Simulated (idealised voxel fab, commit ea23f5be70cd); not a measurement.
The process module presented herein is designated voxel tone inversion.
Cross-sectional view cut (width: 275 nm; square cell size: 5 nm).
Bands, listed from the top down, are how a cross-section gets written in this document; the cross-section itself is a grid of square cells, and a band is one or more rows of them. It is stipulated that each band's entry specify, in nanometres, the height of the top of the band and then that of its bottom, followed by the materials of the band in left-to-right sequence, each together with its width in nanometres. A single material marked by the word "full width" is understood to fill the band from edge to edge; the word "empty" is understood to denote empty space. Counting heights begins at 0, where everything beneath is, in the wafer as received, one material. The lowest band has no bottom; it goes on downwards, as "top 0, no bottom" shows. You'd read "30..40" like this: the band's top row of cells is as wide as the first number, its bottom row is as wide as the second, and going down, every row changes width by the same amount as the row before did. Take "no modification" at face value: in the step it is given for, the cross-section changed in none of its cells. So "Entrapped voids" is basically the list of trapped voids: any empty space of 8 cells or more that can't reach the top through an opening. They're written width x height at distance, the distance being from the left edge, and it's all nm. Note: text after step settings on the step line = simulator remark on that step. Regarding "overlay nm": on a step with a mask, it is the distance the mask lay to the right of its planned place; a negative value places it to the left.

SO HERE'S THE LINEUP OF PROCESS STEPS WE PLANNED
| 1 | RECEIVE, material Si |
| 2 | CONFORMAL_DEP, material SiCN, thk nm 10 |
| 3 | DIRECTIONAL_DEP, material polySi, thk nm 15 |
| 4 | PATTERN, tone cover, mask id POSTS, material resist, width nm 15, pitch nm 40, thk nm 25, overlay nm 0 |
| 5 | DIRECTIONAL_ETCH, etch materials polySi, depth nm 15 |
| 6 | STRIP, etch materials resist |
| 7 | FILL_DEP, material lowk, thk nm 10 |
| 8 | CMP, height nm 25 |
| 9 | STRIP, etch materials polySi |
| 10 | CONFORMAL_DEP, material TiN, thk nm 5 |
| 11 | FILL_DEP, material Ru, thk nm 10 |
| 12 | CMP, height nm 25 |
| 13 | CONFORMAL_DEP, material SiN, thk nm 5 |
Same starting wafers, different width nm at step 4. Plan value belongs to the first wafer.

AFTER STEP 1, AS RECEIVED: FIRST OF SEVERAL WAFERS, CROSS-SECTION
> top 0, no bottom  Si full width
> Entrapped voids: none

SHOWN IN CROSS-SECTION: THE FIRST OF SEVERAL WAFERS AT THE END OF THE MODULE, AFTER ITS LAST STEP, STEP 13
> top 30, bottom 25  SiN full width
> top 25, bottom 15  lowk 70, TiN 5, Ru 5, TiN 5, lowk 25, TiN 5, Ru 5, TiN 5, lowk 25, TiN 5, Ru 5, TiN 5, lowk 25, TiN 5, Ru 5, TiN 5, lowk 70
> top 15, bottom 10  lowk 70, TiN 15, lowk 25, TiN 15, lowk 25, TiN 15, lowk 25, TiN 15, lowk 70
> top 10, bottom 0  SiCN full width
> top 0, no bottom  Si full width
> Entrapped voids: none

CROSS-SECTIONAL VIEW, END OF MODULE, LAST WAFER OF SEVERAL
> top 30, bottom 25  SiN full width
> top 25, bottom 15  lowk 65, TiN 5, Ru 15, TiN 5, lowk 15, TiN 5, Ru 15, TiN 5, lowk 15, TiN 5, Ru 15, TiN 5, lowk 15, TiN 5, Ru 15, TiN 5, lowk 65
> top 15, bottom 10  lowk 65, TiN 25, lowk 15, TiN 25, lowk 15, TiN 25, lowk 15, TiN 25, lowk 65
> top 10, bottom 0  SiCN full width
> top 0, no bottom  Si full width
> Entrapped voids: none

WHAT FOLLOWS IS A TABLE IN WHICH EACH WAFER OCCUPIES A ROW; FOR THE WAFER AS IT STANDS AT THE CLOSE OF THE MODULE, THE ROW STATES, MATERIAL BY MATERIAL, HOW MANY CELLS HAVE BEEN GAINED (+) OR LOST (-) SINCE RECEIPT, AND THEN GIVES ITS CLOSED VOIDS
width nm 15; +8 Ru; +110 SiCN; +55 SiN; +28 TiN; +129 lowk; Entrapped voids: none
width nm 20; +16 Ru; +110 SiCN; +55 SiN; +32 TiN; +117 lowk; Entrapped voids: none
width nm 25; +24 Ru; +110 SiCN; +55 SiN; +36 TiN; +105 lowk; Entrapped voids: none
